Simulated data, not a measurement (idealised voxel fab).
process module | voxel released beams
cross-section cut | 170 nm wide | cells 5 nm
A cross-section is a grid of square cells, given in bands from the top down. A band is one or more rows of cells.
Each band's line starts with the height of the band's top and of its bottom, in nm. Then come its materials from left to right, each with its width in nm. One material with "throughout" fills the band from edge to edge. "air" is empty space.
Height 0 is the level under which the wafer as received is all one material. The lowest band goes on downwards, as in "0 down".
A width such as "30 to 40" changes by the same amount from each row of cells to the next, from the band's top row to its bottom row.
"no change" after a step means that no cell of the cross-section changed.
closed voids: empty space of 8 cells or more with no open way to the top, each as width x height at its distance from the left edge, in nm
after a step's settings: what the simulator itself notes on the step
overlay nm, on a step with a mask: how far to the right of its planned place the mask lay; to the left if negative
plan
1 op RECEIVE | material Si
2 op CONFORMAL_DEP | material Al2O3 | thk nm 5
3 op DIRECTIONAL_DEP | material SiO2 | thk nm 10
4 op DIRECTIONAL_DEP | material aC | thk nm 10
5 op PATTERN | tone open | mask id ANCHOR | material resist | width nm 35 | thk nm 25 | overlay nm 0
6 op DIRECTIONAL_ETCH | etch materials aC | depth nm 10
7 op STRIP | etch materials resist
8 op DIRECTIONAL_ETCH | etch materials SiO2 | depth nm 10
9 op STRIP | etch materials aC
10 op CONFORMAL_DEP | material SiN | thk nm 10
11 op DIRECTIONAL_DEP | material aC | thk nm 10
12 op PATTERN | tone cover | mask id BEAM | material resist | width nm 90 | thk nm 30 | overlay nm 0
13 op DIRECTIONAL_ETCH | etch materials aC | depth nm 10
14 op STRIP | etch materials resist
15 op DIRECTIONAL_ETCH | etch materials SiN | depth nm 10
16 op STRIP | etch materials aC
17 op STRIP | etch materials SiO2
as received, after step 1
  0 down: Si throughout
  closed voids: none
a wafer at the end: this start, this plan, one mistake
  20 to 10: air 35 | SiN 15 | air 15 | SiN 60 | air 45
  10 to 0: air 40 | SiN 35 | air 95
  0 down: Si throughout
  closed voids: none
what went wrong: step 2 was left out
